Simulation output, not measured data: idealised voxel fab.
process module | voxel self aligned contacts
cross-section cut | 215 nm wide | cells 5 nm
A cross-section is a grid of square cells, given in bands from the top down. A band is one or more rows of cells.
Each band's line starts with the height of the band's top and of its bottom, in nm. Then come its materials from left to right, each with its width in nm. One material with "throughout" fills the band from edge to edge. "air" is empty space.
Height 0 is the level under which the wafer as received is all one material. The lowest band goes on downwards, as in "0 down".
A width such as "30 to 40" changes by the same amount from each row of cells to the next, from the band's top row to its bottom row.
"no change" after a step means that no cell of the cross-section changed.
closed voids: empty space of 8 cells or more with no open way to the top, each as width x height at its distance from the left edge, in nm
after a step's settings: what the simulator itself notes on the step
overlay nm, on a step with a mask: how far to the right of its planned place the mask lay; to the left if negative
plan
1 op RECEIVE | material Si
2 op CONFORMAL_DEP | material SiO2 | thk nm 5
3 op DIRECTIONAL_DEP | material polySi | thk nm 30
4 op DIRECTIONAL_DEP | material SiN | thk nm 15
5 op DIRECTIONAL_DEP | material aC | thk nm 15
6 op PATTERN | tone cover | mask id GATE | material resist | width nm 35 | pitch nm 60 | thk nm 30 | overlay nm 0
7 op DIRECTIONAL_ETCH | etch materials aC | depth nm 15
8 op STRIP | etch materials resist
9 op DIRECTIONAL_ETCH | etch materials SiN | depth nm 15
10 op DIRECTIONAL_ETCH | etch materials polySi | depth nm 30
11 op STRIP | etch materials aC
12 op CONFORMAL_DEP | material SiN | thk nm 5
13 op DIRECTIONAL_ETCH | etch materials SiN | depth nm 5
14 op FILL_DEP | material SiO2 | thk nm 20
15 op CMP | height nm 60
16 op PATTERN | tone open | mask id CONTACT | material resist | width nm 45 | thk nm 20 | overlay nm 0
17 op DIRECTIONAL_ETCH | etch materials SiO2 | depth nm 60
18 op STRIP | etch materials resist
19 op CONFORMAL_DEP | material TiN | thk nm 5
20 op FILL_DEP | material W | thk nm 5
21 op CMP | height nm 60
22 op CONFORMAL_DEP | material SiN | thk nm 5
as received, after step 1
  0 down: Si throughout
  closed voids: none
a wafer at the end: this start, this plan, one mistake
  65 to 60: SiN throughout
  60 to 40: SiO2 55 | SiN 5 | polySi 35 | SiN 5 | TiN 5 | W 5 | TiN 5 | SiN 5 | polySi 35 | SiN 5 | SiO2 55
  40 to 35: SiO2 55 | SiN 5 | polySi 35 | SiN 5 | TiN 15 | SiN 5 | polySi 35 | SiN 5 | SiO2 55
  35 to 5: polySi throughout
  5 to 0: SiO2 throughout
  0 down: Si throughout
  closed voids: none
what went wrong: step 3 was run twice
